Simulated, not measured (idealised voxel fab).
The following is a process module called voxel lift off.
Each square cell in cross-section cut measures 5 nm, and the section as a whole is 240 nm wide.
For the purposes of this document, a cross-section shall be understood as a grid of square cells, specified as bands listed in top-to-bottom order, each band consisting of one or more rows of cells.
Band: top and bottom heights (nm) first, top before bottom; then materials from left to right, widths in nm. "throughout" marks a sole material filling the band edge to edge. "air" denotes empty space.
Heights are reckoned from 0. Under this level, the received wafer is all of one material. The bottommost band is open-ended downward, for example "z 0 and below".
A width such as "30 to 40" changes by the same amount from each row of cells to the next, from the band's top row to its bottom row.
A step reported as "no change occurred" is a step in which no cell of the cross-section changed.
Under "Closed-off voids" you'll find the enclosed gaps, the ones with no way out to the top, that are 8 cells or bigger; each reads width x height at distance, with distance counted from the left edge, everything in nm.
Text after the settings on a step's line: the simulator's own remark on that step.
What "overlay nm" on a step's line means: if the step has a mask, that mask lay this far to the right of its planned place, or, when the value is negative, to the left.

SET OUT BELOW ARE THE PLANNED STEPS OF THE PROCESS
1,RECEIVE with material Si
2,CONFORMAL_DEP with material Al2O3, thk nm 5
3,PATTERN with tone open, mask id LINES, material resist, width nm 25, pitch nm 55, thk nm 20, overlay nm 0
4,DIRECTIONAL_DEP with material Ru, thk nm 5
5,STRIP with etch materials resist
6,CONFORMAL_DEP with material SiN, thk nm 5
Among the wafers covered here, the point of difference is the thk nm at step 6; their starting state is shared, and the plan presents the value of the first wafer.

HERE'S THE FIRST OF THE WAFERS IN CROSS-SECTION, JUST AS WE GOT IT, I.E. AFTER STEP 1
* z 0 and below  Si throughout
* Closed-off voids: none

CROSS-SECTIONAL REPRESENTATION OF THE FIRST OF SEVERAL WAFERS AT THE END OF THE MODULE, I.E. AFTER ITS TERMINAL STEP, STEP 6
* z 15 to 10  air 75 nm  SiN 35 nm  air 20 nm  SiN 35 nm  air 75 nm
* z 10 to 5  SiN 80 nm  Ru 25 nm  SiN 30 nm  Ru 25 nm  SiN 80 nm
* z 5 to 0  Al2O3 throughout
* z 0 and below  Si throughout
* Closed-off voids: none

THE FINAL WAFER, SECTIONED AT MODULE END
* z 35 to 30  air 55 nm  SiN 130 nm  air 55 nm
* z 30 to 10  SiN throughout
* z 10 to 5  SiN 80 nm  Ru 25 nm  SiN 30 nm  Ru 25 nm  SiN 80 nm
* z 5 to 0  Al2O3 throughout
* z 0 and below  Si throughout
* Closed-off voids: none

TABLE: WAFERS, A ROW EACH; END-OF-MODULE CELL CHANGE PER MATERIAL SINCE RECEIPT, GAIN (+), LOSS (-); THEN CLOSED VOIDS
thk nm 5; +48 Al2O3; +10 Ru; +52 SiN; Closed-off voids: none
thk nm 10; +48 Al2O3; +10 Ru; +104 SiN; Closed-off voids: none
thk nm 15; +48 Al2O3; +10 Ru; +156 SiN; Closed-off voids: none
thk nm 20; +48 Al2O3; +10 Ru; +206 SiN; Closed-off voids: none
thk nm 25; +48 Al2O3; +10 Ru; +256 SiN; Closed-off voids: none
